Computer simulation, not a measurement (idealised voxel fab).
Process module in this document: voxel capacitor over wiring
Section cut is 215 nm wide and gridded with 5 nm square cells.
Cross-section = grid of square cells, listed top down in bands; band = one or more rows.
Each band's line starts with the height of the band's top and of its bottom, in nm. Then come its materials from left to right, each with its width in nm. One material with "throughout" fills the band from edge to edge. "air" is empty space.
Convention: height 0 is the level below which the wafer, as received, is all one material. The lowest band does not terminate at the bottom but continues downward, represented as "top 0, no bottom".
The two numbers in a width such as "30->40" mark its ends across the band: the first belongs to the top row of cells, the second to the bottom row, and from each row to the next the width moves by the same amount.
Take "no change occurred" at face value: in the step it is given for, the cross-section changed in none of its cells.
"Tabulated closed voids": empty spaces of 8 cells or more with no open way to the top, each given as width x height at distance, distance from the left edge, all in nm.
Whatever follows a step's settings on its line is a remark the simulator itself makes about that step.
Among the settings permitted on a step's line is "overlay nm"; applied to a step with a mask, it specifies the extent to which the mask lay to the right of its planned position, whereas a negative figure signifies a position to the left.
Guide to the pairs. Each holds a before and an after cross-section around one process step; the after cross-section is cut off at the lowest band that changed. Look under the pair for the step between them and its settings. Pairs can come from different runs of this module on the same starting wafer, so a pair follows on from the one above it only where its entry headed "Status before step" says it does.
Status before step:
> top 60, bottom 40 = lowk throughout
> top 40, bottom 35 = SiCN throughout
> top 35, bottom 20 = lowk (55)  SiN (5)  W (20)  SiN (5)  lowk (40)  SiN (5)  W (20)  SiN (5)  lowk (60)
> top 20, bottom 15 = SiN (60)  TiN (20)  SiN (50)  TiN (20)  SiN (65)
> top 15, bottom 0 = SiO2 throughout
> top 0, no bottom = Si throughout
> Tabulated closed voids: none
Section, Post-Step:
> top 60, bottom 40 = lowk (65)  air (20)  lowk (130)
> Everything under 40 stays put, no change at all.
> Tabulated closed voids: none
The two cross-sections above bracket this step: MASKED_ETCH,tone open,mask id PLUG_1,width nm 20,etch materials lowk,depth nm 20,overlay nm 0
Status before step: The structure entering this step is exactly what the pair just above shows after its step.
Section, Post-Step:
> top 60, bottom 40 = lowk (65)  air (20)  lowk (130)
> top 40, bottom 35 = SiCN (65)  air (15)  SiCN (135)
> Everything under 35 stays put, no change at all.
> Tabulated closed voids: none
The two cross-sections above bracket this step: MASKED_ETCH,tone open,mask id PLUG_1,width nm 15,etch materials SiCN,depth nm 5,overlay nm 0
Status before step: The structure entering this step is exactly what the pair just above shows after its step.
Section, Post-Step:
> top 65, bottom 60 = TiN (70)  air (10)  TiN (135)
> top 60, bottom 45 = lowk (65)  TiN (5)  air (10)  TiN (5)  lowk (130)
> top 45, bottom 40 = lowk (65)  TiN (5)  air (5)  TiN (10)  lowk (130)
> top 40, bottom 35 = SiCN (65)  TiN (15)  SiCN (135)
> Everything under 35 stays put, no change at all.
> Tabulated closed voids: none
The two cross-sections above bracket this step: CONFORMAL_DEP,material TiN,thk nm 5
Status before step: The structure entering this step is exactly what the pair just above shows after its step.
Section, Post-Step:
> top 75, bottom 65 = Cu throughout
> top 65, bottom 60 = TiN (70)  Cu (10)  TiN (135)
> top 60, bottom 45 = lowk (65)  TiN (5)  Cu (10)  TiN (5)  lowk (130)
> top 45, bottom 40 = lowk (65)  TiN (5)  Cu (5)  TiN (10)  lowk (130)
> Everything under 40 stays put, no change at all.
> Tabulated closed voids: none
The two cross-sections above bracket this step: FILL_DEP,material Cu,thk nm 10
Status before step: The structure entering this step is exactly what the pair just above shows after its step.
Section, Post-Step:
> top 60, bottom 45 = lowk (65)  TiN (5)  Cu (10)  TiN (5)  lowk (130)
> Everything under 45 stays put, no change at all.
> Tabulated closed voids: none
The two cross-sections above bracket this step: CMP,height nm 60
Status before step: The structure entering this step is exactly what the pair just above shows after its step.
Section, Post-Step:
> top 70, bottom 60 = TiN throughout
> Everything under 60 stays put, no change at all.
> Tabulated closed voids: none
The two cross-sections above bracket this step: DIRECTIONAL_DEP,material TiN,thk nm 10
Status before step: The structure entering this step is exactly what the pair just above shows after its step.
Section, Post-Step:
> top 75, bottom 70 = HfO2 throughout
> Everything under 70 stays put, no change at all.
> Tabulated closed voids: none
The two cross-sections above bracket this step: DIRECTIONAL_DEP,material HfO2,thk nm 5
Status before step: The structure entering this step is exactly what the pair just above shows after its step.
Section, Post-Step:
> top 85, bottom 75 = TiN throughout
> Everything under 75 stays put, no change at all.
> Tabulated closed voids: none
The two cross-sections above bracket this step: DIRECTIONAL_DEP,material TiN,thk nm 10
Status before step: The structure entering this step is exactly what the pair just above shows after its step.
Section, Post-Step:
> top 100, bottom 85 = air (65)  resist (55)  air (95)
> Everything under 85 stays put, no change at all.
> Tabulated closed voids: none
The two cross-sections above bracket this step: PATTERN,tone cover,mask id UPPER_PLATE,material resist,width nm 55,thk nm 15,overlay nm 0
Status before step: The structure entering this step is exactly what the pair just above shows after its step.
Section, Post-Step:
> top 100, bottom 85 = air (65)  resist (55)  air (95)
> top 85, bottom 75 = air (65)  TiN (55)  air (95)
> Everything under 75 stays put, no change at all.
> Tabulated closed voids: none
The two cross-sections above bracket this step: DIRECTIONAL_ETCH,etch materials TiN,depth nm 10
Status before step: The structure entering this step is exactly what the pair just above shows after its step.
Section, Post-Step:
> top 100, bottom 85 = air (65)  resist (55)  air (95)
> top 85, bottom 75 = air (65)  TiN (55)  air (95)
> top 75, bottom 70 = air (65)  HfO2 (55)  air (95)
> Everything under 70 stays put, no change at all.
> Tabulated closed voids: none
The two cross-sections above bracket this step: DIRECTIONAL_ETCH,etch materials HfO2,depth nm 5
Status before step: The structure entering this step is exactly what the pair just above shows after its step.
Section, Post-Step:
> top 85, bottom 75 = air (65)  TiN (55)  air (95)
> Everything under 75 stays put, no change at all.
> Tabulated closed voids: none
The two cross-sections above bracket this step: STRIP,etch materials resist
Status before step: The structure entering this step is exactly what the pair just above shows after its step.
Section, Post-Step:
> top 105, bottom 85 = air (60)  resist (65)  air (90)
> top 85, bottom 75 = air (60)  resist (5)  TiN (55)  resist (5)  air (90)
> top 75, bottom 70 = air (60)  resist (5)  HfO2 (55)  resist (5)  air (90)
> Everything under 70 stays put, no change at all.
> Tabulated closed voids: none
The two cross-sections above bracket this step: PATTERN,tone cover,mask id LOWER_PLATE,material resist,width nm 65,thk nm 20,overlay nm 0
Status before step: The structure entering this step is exactly what the pair just above shows after its step.
Section, Post-Step:
> top 105, bottom 85 = air (60)  resist (65)  air (90)
> top 85, bottom 75 = air (60)  resist (5)  TiN (55)  resist (5)  air (90)
> top 75, bottom 70 = air (60)  resist (5)  HfO2 (55)  resist (5)  air (90)
> top 70, bottom 60 = air (60)  TiN (65)  air (90)
> Everything under 60 stays put, no change at all.
> Tabulated closed voids: none
The two cross-sections above bracket this step: DIRECTIONAL_ETCH,etch materials TiN,depth nm 10
Status before step: The structure entering this step is exactly what the pair just above shows after its step.
Section, Post-Step:
> top 85, bottom 75 = air (65)  TiN (55)  air (95)
> top 75, bottom 70 = air (65)  HfO2 (55)  air (95)
> Everything under 70 stays put, no change at all.
> Tabulated closed voids: none
The two cross-sections above bracket this step: STRIP,etch materials resist
Status before step: The structure entering this step is exactly what the pair just above shows after its step.
Section, Post-Step:
> top 105, bottom 85 = SiO2 throughout
> top 85, bottom 75 = SiO2 (65)  TiN (55)  SiO2 (95)
> top 75, bottom 70 = SiO2 (65)  HfO2 (55)  SiO2 (95)
> top 70, bottom 60 = SiO2 (60)  TiN (65)  SiO2 (90)
> Everything under 60 stays put, no change at all.
> Tabulated closed voids: none
The two cross-sections above bracket this step: FILL_DEP,material SiO2,thk nm 20
Status before step: The structure entering this step is exactly what the pair just above shows after its step.
Section, Post-Step:
> top 100, bottom 85 = SiO2 throughout
> Everything under 85 stays put, no change at all.
> Tabulated closed voids: none
The two cross-sections above bracket this step: CMP,height nm 100
Status before step: The structure entering this step is exactly what the pair just above shows after its step.
Section, Post-Step:
> top 100, bottom 85 = SiO2 (75)  air (15)  SiO2 (125)
> Everything under 85 stays put, no change at all.
> Tabulated closed voids: none
The two cross-sections above bracket this step: MASKED_ETCH,tone open,mask id PLUG_2,width nm 15,etch materials SiO2,depth nm 15,overlay nm 0
Status before step: The structure entering this step is exactly what the pair just above shows after its step.
Section, Post-Step:
> top 105, bottom 100 = TiN (80)  air (5)  TiN (130)
> top 100, bottom 90 = SiO2 (75)  TiN (5)  air (5)  TiN (5)  SiO2 (125)
> top 90, bottom 85 = SiO2 (75)  TiN (15)  SiO2 (125)
> Everything under 85 stays put, no change at all.
> Tabulated closed voids: none
The two cross-sections above bracket this step: CONFORMAL_DEP,material TiN,thk nm 5
Status before step: The structure entering this step is exactly what the pair just above shows after its step.
Section, Post-Step:
> top 115, bottom 105 = Cu throughout
> top 105, bottom 100 = TiN (80)  Cu (5)  TiN (130)
> top 100, bottom 90 = SiO2 (75)  TiN (5)  Cu (5)  TiN (5)  SiO2 (125)
> Everything under 90 stays put, no change at all.
> Tabulated closed voids: none
The two cross-sections above bracket this step: FILL_DEP,material Cu,thk nm 10
Status before step: The structure entering this step is exactly what the pair just above shows after its step.
Section, Post-Step:
> top 100, bottom 90 = SiO2 (75)  TiN (5)  Cu (5)  TiN (5)  SiO2 (125)
> Everything under 90 stays put, no change at all.
> Tabulated closed voids: none
The two cross-sections above bracket this step: CMP,height nm 100
Status before step: The structure entering this step is exactly what the pair just above shows after its step.
Section, Post-Step:
> top 105, bottom 100 = SiN throughout
> Everything under 100 stays put, no change at all.
> Tabulated closed voids: none
The two cross-sections above bracket this step: CONFORMAL_DEP,material SiN,thk nm 5
Status before step:
> top 100, bottom 85 = SiO2 throughout
> top 85, bottom 75 = SiO2 (65)  TiN (55)  SiO2 (95)
> top 75, bottom 70 = SiO2 (65)  HfO2 (55)  SiO2 (95)
> top 70, bottom 60 = SiO2 (60)  TiN (65)  SiO2 (90)
> top 60, bottom 40 = lowk (65)  TiN (5)  Cu (5)  TiN (5)  lowk (135)
> top 40, bottom 35 = SiCN (65)  TiN (15)  SiCN (135)
> top 35, bottom 20 = lowk (55)  SiN (5)  W (20)  SiN (5)  lowk (40)  SiN (5)  W (20)  SiN (5)  lowk (60)
> top 20, bottom 15 = SiN (60)  TiN (20)  SiN (50)  TiN (20)  SiN (65)
> top 15, bottom 0 = SiO2 throughout
> top 0, no bottom = Si throughout
> Tabulated closed voids: none
Section, Post-Step:
> top 100, bottom 85 = SiO2 (65)  air (15)  SiO2 (135)
> Everything under 85 stays put, no change at all.
> Tabulated closed voids: none
The two cross-sections above bracket this step: MASKED_ETCH,tone open,mask id PLUG_2,width nm 15,etch materials SiO2,depth nm 15,overlay nm -10
Status before step: The structure entering this step is exactly what the pair just above shows after its step.
Section, Post-Step:
> top 105, bottom 100 = TiN (70)  air (5)  TiN (140)
> top 100, bottom 90 = SiO2 (65)  TiN (5)  air (5)  TiN (5)  SiO2 (135)
> top 90, bottom 85 = SiO2 (65)  TiN (15)  SiO2 (135)
> Everything under 85 stays put, no change at all.
> Tabulated closed voids: none
The two cross-sections above bracket this step: CONFORMAL_DEP,material TiN,thk nm 5
Status before step: The structure entering this step is exactly what the pair just above shows after its step.
Section, Post-Step:
> top 115, bottom 105 = Cu throughout
> top 105, bottom 100 = TiN (70)  Cu (5)  TiN (140)
> top 100, bottom 90 = SiO2 (65)  TiN (5)  Cu (5)  TiN (5)  SiO2 (135)
> Everything under 90 stays put, no change at all.
> Tabulated closed voids: none
The two cross-sections above bracket this step: FILL_DEP,material Cu,thk nm 10
Status before step: The structure entering this step is exactly what the pair just above shows after its step.
Section, Post-Step:
> top 100, bottom 90 = SiO2 (65)  TiN (5)  Cu (5)  TiN (5)  SiO2 (135)
> Everything under 90 stays put, no change at all.
> Tabulated closed voids: none
The two cross-sections above bracket this step: CMP,height nm 100
Status before step: The structure entering this step is exactly what the pair just above shows after its step.
Section, Post-Step:
> top 105, bottom 100 = SiN throughout
> Everything under 100 stays put, no change at all.
> Tabulated closed voids: none
The two cross-sections above bracket this step: CONFORMAL_DEP,material SiN,thk nm 5
Status before step:
> top 40, bottom 35 = air (55)  SiN (30)  air (40)  SiN (30)  air (60)
> top 35, bottom 20 = air (55)  SiN (5)  W (20)  SiN (5)  air (40)  SiN (5)  W (20)  SiN (5)  air (60)
> top 20, bottom 15 = SiN (60)  TiN (20)  SiN (50)  TiN (20)  SiN (65)
> top 15, bottom 0 = SiO2 throughout
> top 0, no bottom = Si throughout
> Tabulated closed voids: none
Section, Post-Step:
> top 50, bottom 40 = Cu throughout
> top 40, bottom 35 = Cu (55)  SiN (30)  Cu (40)  SiN (30)  Cu (60)
> top 35, bottom 20 = Cu (55)  SiN (5)  W (20)  SiN (5)  Cu (40)  SiN (5)  W (20)  SiN (5)  Cu (60)
> Everything under 20 stays put, no change at all.
> Tabulated closed voids: none
The two cross-sections above bracket this step: FILL_DEP,material Cu,thk nm 10
Status before step: The structure entering this step is exactly what the pair just above shows after its step.
Section, Post-Step:
> top 35, bottom 20 = Cu (55)  SiN (5)  W (20)  SiN (5)  Cu (40)  SiN (5)  W (20)  SiN (5)  Cu (60)
> Everything under 20 stays put, no change at all.
> Tabulated closed voids: none
The two cross-sections above bracket this step: CMP,height nm 35
Status before step: The structure entering this step is exactly what the pair just above shows after its step.
Section, Post-Step:
> top 40, bottom 35 = SiCN throughout
> Everything under 35 stays put, no change at all.
> Tabulated closed voids: none
The two cross-sections above bracket this step: CONFORMAL_DEP,material SiCN,thk nm 5
Status before step: The structure entering this step is exactly what the pair just above shows after its step.
Section, Post-Step:
> top 60, bottom 40 = lowk throughout
> Everything under 40 stays put, no change at all.
> Tabulated closed voids: none
The two cross-sections above bracket this step: DIRECTIONAL_DEP,material lowk,thk nm 20
Status before step: The structure entering this step is exactly what the pair just above shows after its step.
Section, Post-Step:
> top 60, bottom 40 = lowk (65)  air (15)  lowk (135)
> Everything under 40 stays put, no change at all.
> Tabulated closed voids: none
The two cross-sections above bracket this step: MASKED_ETCH,tone open,mask id PLUG_1,width nm 15,etch materials lowk,depth nm 20,overlay nm 0
Status before step: The structure entering this step is exactly what the pair just above shows after its step.
Section, Post-Step:
> top 60, bottom 40 = lowk (65)  air (15)  lowk (135)
> top 40, bottom 35 = SiCN (65)  air (15)  SiCN (135)
> Everything under 35 stays put, no change at all.
> Tabulated closed voids: none
The two cross-sections above bracket this step: MASKED_ETCH,tone open,mask id PLUG_1,width nm 15,etch materials SiCN,depth nm 5,overlay nm 0
Status before step: The structure entering this step is exactly what the pair just above shows after its step.
Section, Post-Step:
> top 65, bottom 60 = TiN (70)  air (5)  TiN (140)
> top 60, bottom 40 = lowk (65)  TiN (5)  air (5)  TiN (5)  lowk (135)
> top 40, bottom 35 = SiCN (65)  TiN (15)  SiCN (135)
> Everything under 35 stays put, no change at all.
> Tabulated closed voids: none
The two cross-sections above bracket this step: CONFORMAL_DEP,material TiN,thk nm 5
Status before step: The structure entering this step is exactly what the pair just above shows after its step.
Section, Post-Step:
> top 75, bottom 65 = Cu throughout
> top 65, bottom 60 = TiN (70)  Cu (5)  TiN (140)
> top 60, bottom 40 = lowk (65)  TiN (5)  Cu (5)  TiN (5)  lowk (135)
> Everything under 40 stays put, no change at all.
> Tabulated closed voids: none
The two cross-sections above bracket this step: FILL_DEP,material Cu,thk nm 10
Status before step: The structure entering this step is exactly what the pair just above shows after its step.
Section, Post-Step:
> top 60, bottom 40 = lowk (65)  TiN (5)  Cu (5)  TiN (5)  lowk (135)
> Everything under 40 stays put, no change at all.
> Tabulated closed voids: none
The two cross-sections above bracket this step: CMP,height nm 60
Status before step: The structure entering this step is exactly what the pair just above shows after its step.
Section, Post-Step:
> top 70, bottom 60 = TiN throughout
> Everything under 60 stays put, no change at all.
> Tabulated closed voids: none
The two cross-sections above bracket this step: DIRECTIONAL_DEP,material TiN,thk nm 10
Status before step: The structure entering this step is exactly what the pair just above shows after its step.
Section, Post-Step:
> top 75, bottom 70 = HfO2 throughout
> Everything under 70 stays put, no change at all.
> Tabulated closed voids: none
The two cross-sections above bracket this step: DIRECTIONAL_DEP,material HfO2,thk nm 5
Status before step: The structure entering this step is exactly what the pair just above shows after its step.
Section, Post-Step:
> top 85, bottom 75 = TiN throughout
> Everything under 75 stays put, no change at all.
> Tabulated closed voids: none
The two cross-sections above bracket this step: DIRECTIONAL_DEP,material TiN,thk nm 10
Status before step: The structure entering this step is exactly what the pair just above shows after its step.
Section, Post-Step:
> top 100, bottom 85 = air (65)  resist (55)  air (95)
> Everything under 85 stays put, no change at all.
> Tabulated closed voids: none
The two cross-sections above bracket this step: PATTERN,tone cover,mask id UPPER_PLATE,material resist,width nm 55,thk nm 15,overlay nm 0
Status before step: The structure entering this step is exactly what the pair just above shows after its step.
Section, Post-Step:
> top 100, bottom 85 = air (65)  resist (55)  air (95)
> top 85, bottom 75 = air (65)  TiN (55)  air (95)
> Everything under 75 stays put, no change at all.
> Tabulated closed voids: none
The two cross-sections above bracket this step: DIRECTIONAL_ETCH,etch materials TiN,depth nm 10
Status before step: The structure entering this step is exactly what the pair just above shows after its step.
Section, Post-Step:
> top 100, bottom 85 = air (65)  resist (55)  air (95)
> top 85, bottom 75 = air (65)  TiN (55)  air (95)
> top 75, bottom 70 = air (65)  HfO2 (55)  air (95)
> Everything under 70 stays put, no change at all.
> Tabulated closed voids: none
The two cross-sections above bracket this step: DIRECTIONAL_ETCH,etch materials HfO2,depth nm 5
Status before step: The structure entering this step is exactly what the pair just above shows after its step.
Section, Post-Step:
> top 85, bottom 75 = air (65)  TiN (55)  air (95)
> Everything under 75 stays put, no change at all.
> Tabulated closed voids: none
The two cross-sections above bracket this step: STRIP,etch materials resist
Status before step: The structure entering this step is exactly what the pair just above shows after its step.
Section, Post-Step:
> top 105, bottom 85 = air (60)  resist (65)  air (90)
> top 85, bottom 75 = air (60)  resist (5)  TiN (55)  resist (5)  air (90)
> top 75, bottom 70 = air (60)  resist (5)  HfO2 (55)  resist (5)  air (90)
> Everything under 70 stays put, no change at all.
> Tabulated closed voids: none
The two cross-sections above bracket this step: PATTERN,tone cover,mask id LOWER_PLATE,material resist,width nm 65,thk nm 20,overlay nm 0
Status before step: The structure entering this step is exactly what the pair just above shows after its step.
Section, Post-Step:
> top 105, bottom 85 = air (60)  resist (65)  air (90)
> top 85, bottom 75 = air (60)  resist (5)  TiN (55)  resist (5)  air (90)
> top 75, bottom 70 = air (60)  resist (5)  HfO2 (55)  resist (5)  air (90)
> top 70, bottom 60 = air (60)  TiN (65)  air (90)
> Everything under 60 stays put, no change at all.
> Tabulated closed voids: none
The two cross-sections above bracket this step: DIRECTIONAL_ETCH,etch materials TiN,depth nm 10
Status before step: The structure entering this step is exactly what the pair just above shows after its step.
Section, Post-Step:
> top 85, bottom 75 = air (65)  TiN (55)  air (95)
> top 75, bottom 70 = air (65)  HfO2 (55)  air (95)
> Everything under 70 stays put, no change at all.
> Tabulated closed voids: none
The two cross-sections above bracket this step: STRIP,etch materials resist
Status before step: The structure entering this step is exactly what the pair just above shows after its step.
Section, Post-Step:
> top 105, bottom 85 = SiO2 throughout
> top 85, bottom 75 = SiO2 (65)  TiN (55)  SiO2 (95)
> top 75, bottom 70 = SiO2 (65)  HfO2 (55)  SiO2 (95)
> top 70, bottom 60 = SiO2 (60)  TiN (65)  SiO2 (90)
> Everything under 60 stays put, no change at all.
> Tabulated closed voids: none
The two cross-sections above bracket this step: FILL_DEP,material SiO2,thk nm 20
Status before step: The structure entering this step is exactly what the pair just above shows after its step.
Section, Post-Step:
> top 100, bottom 85 = SiO2 throughout
> Everything under 85 stays put, no change at all.
> Tabulated closed voids: none
The two cross-sections above bracket this step: CMP,height nm 100
Status before step: The structure entering this step is exactly what the pair just above shows after its step.
Section, Post-Step:
> top 100, bottom 85 = SiO2 (75)  air (15)  SiO2 (125)
> Everything under 85 stays put, no change at all.
> Tabulated closed voids: none
The two cross-sections above bracket this step: MASKED_ETCH,tone open,mask id PLUG_2,width nm 15,etch materials SiO2,depth nm 15,overlay nm 0
Status before step: The structure entering this step is exactly what the pair just above shows after its step.
Section, Post-Step:
> top 105, bottom 100 = TiN (80)  air (5)  TiN (130)
> top 100, bottom 90 = SiO2 (75)  TiN (5)  air (5)  TiN (5)  SiO2 (125)
> top 90, bottom 85 = SiO2 (75)  TiN (15)  SiO2 (125)
> Everything under 85 stays put, no change at all.
> Tabulated closed voids: none
The two cross-sections above bracket this step: CONFORMAL_DEP,material TiN,thk nm 5
Status before step: The structure entering this step is exactly what the pair just above shows after its step.
Section, Post-Step:
> top 115, bottom 105 = Cu throughout
> top 105, bottom 100 = TiN (80)  Cu (5)  TiN (130)
> top 100, bottom 90 = SiO2 (75)  TiN (5)  Cu (5)  TiN (5)  SiO2 (125)
> Everything under 90 stays put, no change at all.
> Tabulated closed voids: none
The two cross-sections above bracket this step: FILL_DEP,material Cu,thk nm 10
Status before step: The structure entering this step is exactly what the pair just above shows after its step.
Section, Post-Step:
> top 100, bottom 90 = SiO2 (75)  TiN (5)  Cu (5)  TiN (5)  SiO2 (125)
> Everything under 90 stays put, no change at all.
> Tabulated closed voids: none
The two cross-sections above bracket this step: CMP,height nm 100
Status before step: The structure entering this step is exactly what the pair just above shows after its step.
Section, Post-Step:
> top 105, bottom 100 = SiN throughout
> Everything under 100 stays put, no change at all.
> Tabulated closed voids: none
The two cross-sections above bracket this step: CONFORMAL_DEP,material SiN,thk nm 5
Status before step:
> top 60, bottom 40 = lowk throughout
> top 40, bottom 35 = SiCN throughout
> top 35, bottom 20 = lowk (55)  SiN (5)  W (20)  SiN (5)  lowk (40)  SiN (5)  W (20)  SiN (5)  lowk (60)
> top 20, bottom 15 = SiN (60)  TiN (20)  SiN (50)  TiN (20)  SiN (65)
> top 15, bottom 0 = SiO2 throughout
> top 0, no bottom = Si throughout
> Tabulated closed voids: none
Section, Post-Step:
> top 60, bottom 40 = air (65)  lowk (15)  air (135)
> Everything under 40 stays put, no change at all.
> Tabulated closed voids: none
The two cross-sections above bracket this step: MASKED_ETCH,tone cover,mask id PLUG_1,width nm 15,etch materials lowk,depth nm 20,overlay nm 0
Status before step: The structure entering this step is exactly what the pair just above shows after its step.
Section, Post-Step:
> top 65, bottom 60 = air (60)  TiN (25)  air (130)
> top 60, bottom 45 = air (60)  TiN (5)  lowk (15)  TiN (5)  air (130)
> top 45, bottom 40 = TiN (65)  lowk (15)  TiN (135)
> Everything under 40 stays put, no change at all.
> Tabulated closed voids: none
The two cross-sections above bracket this step: CONFORMAL_DEP,material TiN,thk nm 5
Status before step: The structure entering this step is exactly what the pair just above shows after its step.
Section, Post-Step:
> top 75, bottom 65 = Cu throughout
> top 65, bottom 60 = Cu (60)  TiN (25)  Cu (130)
> top 60, bottom 45 = Cu (60)  TiN (5)  lowk (15)  TiN (5)  Cu (130)
> Everything under 45 stays put, no change at all.
> Tabulated closed voids: none
The two cross-sections above bracket this step: FILL_DEP,material Cu,thk nm 10
Status before step: The structure entering this step is exactly what the pair just above shows after its step.
Section, Post-Step:
> top 60, bottom 45 = Cu (60)  TiN (5)  lowk (15)  TiN (5)  Cu (130)
> Everything under 45 stays put, no change at all.
> Tabulated closed voids: none
The two cross-sections above bracket this step: CMP,height nm 60
Status before step: The structure entering this step is exactly what the pair just above shows after its step.
Section, Post-Step:
> top 70, bottom 60 = TiN throughout
> Everything under 60 stays put, no change at all.
> Tabulated closed voids: none
The two cross-sections above bracket this step: DIRECTIONAL_DEP,material TiN,thk nm 10
Status before step: The structure entering this step is exactly what the pair just above shows after its step.
Section, Post-Step:
> top 75, bottom 70 = HfO2 throughout
> Everything under 70 stays put, no change at all.
> Tabulated closed voids: none
The two cross-sections above bracket this step: DIRECTIONAL_DEP,material HfO2,thk nm 5
Status before step: The structure entering this step is exactly what the pair just above shows after its step.
Section, Post-Step:
> top 85, bottom 75 = TiN throughout
> Everything under 75 stays put, no change at all.
> Tabulated closed voids: none
The two cross-sections above bracket this step: DIRECTIONAL_DEP,material TiN,thk nm 10
Status before step: The structure entering this step is exactly what the pair just above shows after its step.
Section, Post-Step:
> top 100, bottom 85 = air (65)  resist (55)  air (95)
> Everything under 85 stays put, no change at all.
> Tabulated closed voids: none
The two cross-sections above bracket this step: PATTERN,tone cover,mask id UPPER_PLATE,material resist,width nm 55,thk nm 15,overlay nm 0
Status before step: The structure entering this step is exactly what the pair just above shows after its step.
Section, Post-Step:
> top 100, bottom 85 = air (65)  resist (55)  air (95)
> top 85, bottom 75 = air (65)  TiN (55)  air (95)
> Everything under 75 stays put, no change at all.
> Tabulated closed voids: none
The two cross-sections above bracket this step: DIRECTIONAL_ETCH,etch materials TiN,depth nm 10
Status before step: The structure entering this step is exactly what the pair just above shows after its step.
Section, Post-Step:
> top 100, bottom 85 = air (65)  resist (55)  air (95)
> top 85, bottom 75 = air (65)  TiN (55)  air (95)
> top 75, bottom 70 = air (65)  HfO2 (55)  air (95)
> Everything under 70 stays put, no change at all.
> Tabulated closed voids: none
The two cross-sections above bracket this step: DIRECTIONAL_ETCH,etch materials HfO2,depth nm 5
Status before step: The structure entering this step is exactly what the pair just above shows after its step.
Section, Post-Step:
> top 85, bottom 75 = air (65)  TiN (55)  air (95)
> Everything under 75 stays put, no change at all.
> Tabulated closed voids: none
The two cross-sections above bracket this step: STRIP,etch materials resist
Status before step: The structure entering this step is exactly what the pair just above shows after its step.
Section, Post-Step:
> top 105, bottom 85 = air (60)  resist (65)  air (90)
> top 85, bottom 75 = air (60)  resist (5)  TiN (55)  resist (5)  air (90)
> top 75, bottom 70 = air (60)  resist (5)  HfO2 (55)  resist (5)  air (90)
> Everything under 70 stays put, no change at all.
> Tabulated closed voids: none
The two cross-sections above bracket this step: PATTERN,tone cover,mask id LOWER_PLATE,material resist,width nm 65,thk nm 20,overlay nm 0
Status before step: The structure entering this step is exactly what the pair just above shows after its step.
Section, Post-Step:
> top 105, bottom 85 = air (60)  resist (65)  air (90)
> top 85, bottom 75 = air (60)  resist (5)  TiN (55)  resist (5)  air (90)
> top 75, bottom 70 = air (60)  resist (5)  HfO2 (55)  resist (5)  air (90)
> top 70, bottom 60 = air (60)  TiN (65)  air (90)
> Everything under 60 stays put, no change at all.
> Tabulated closed voids: none
The two cross-sections above bracket this step: DIRECTIONAL_ETCH,etch materials TiN,depth nm 10
Status before step: The structure entering this step is exactly what the pair just above shows after its step.
Section, Post-Step:
> top 85, bottom 75 = air (65)  TiN (55)  air (95)
> top 75, bottom 70 = air (65)  HfO2 (55)  air (95)
> Everything under 70 stays put, no change at all.
> Tabulated closed voids: none
The two cross-sections above bracket this step: STRIP,etch materials resist
Status before step: The structure entering this step is exactly what the pair just above shows after its step.
Section, Post-Step:
> top 105, bottom 85 = SiO2 throughout
> top 85, bottom 75 = SiO2 (65)  TiN (55)  SiO2 (95)
> top 75, bottom 70 = SiO2 (65)  HfO2 (55)  SiO2 (95)
> top 70, bottom 60 = SiO2 (60)  TiN (65)  SiO2 (90)
> Everything under 60 stays put, no change at all.
> Tabulated closed voids: none
The two cross-sections above bracket this step: FILL_DEP,material SiO2,thk nm 20
Status before step: The structure entering this step is exactly what the pair just above shows after its step.
Section, Post-Step:
> top 100, bottom 85 = SiO2 throughout
> Everything under 85 stays put, no change at all.
> Tabulated closed voids: none
The two cross-sections above bracket this step: CMP,height nm 100
Status before step: The structure entering this step is exactly what the pair just above shows after its step.
Section, Post-Step:
> top 100, bottom 85 = SiO2 (75)  air (15)  SiO2 (125)
> Everything under 85 stays put, no change at all.
> Tabulated closed voids: none
The two cross-sections above bracket this step: MASKED_ETCH,tone open,mask id PLUG_2,width nm 15,etch materials SiO2,depth nm 15,overlay nm 0
Status before step: The structure entering this step is exactly what the pair just above shows after its step.
Section, Post-Step:
> top 105, bottom 100 = TiN (80)  air (5)  TiN (130)
> top 100, bottom 90 = SiO2 (75)  TiN (5)  air (5)  TiN (5)  SiO2 (125)
> top 90, bottom 85 = SiO2 (75)  TiN (15)  SiO2 (125)
> Everything under 85 stays put, no change at all.
> Tabulated closed voids: none
The two cross-sections above bracket this step: CONFORMAL_DEP,material TiN,thk nm 5
Status before step: The structure entering this step is exactly what the pair just above shows after its step.
Section, Post-Step:
> top 115, bottom 105 = Cu throughout
> top 105, bottom 100 = TiN (80)  Cu (5)  TiN (130)
> top 100, bottom 90 = SiO2 (75)  TiN (5)  Cu (5)  TiN (5)  SiO2 (125)
> Everything under 90 stays put, no change at all.
> Tabulated closed voids: none
The two cross-sections above bracket this step: FILL_DEP,material Cu,thk nm 10
Status before step: The structure entering this step is exactly what the pair just above shows after its step.
Section, Post-Step:
> top 100, bottom 90 = SiO2 (75)  TiN (5)  Cu (5)  TiN (5)  SiO2 (125)
> Everything under 90 stays put, no change at all.
> Tabulated closed voids: none
The two cross-sections above bracket this step: CMP,height nm 100
Status before step: The structure entering this step is exactly what the pair just above shows after its step.
Section, Post-Step:
> top 105, bottom 100 = SiN throughout
> Everything under 100 stays put, no change at all.
> Tabulated closed voids: none
The two cross-sections above bracket this step: CONFORMAL_DEP,material SiN,thk nm 5
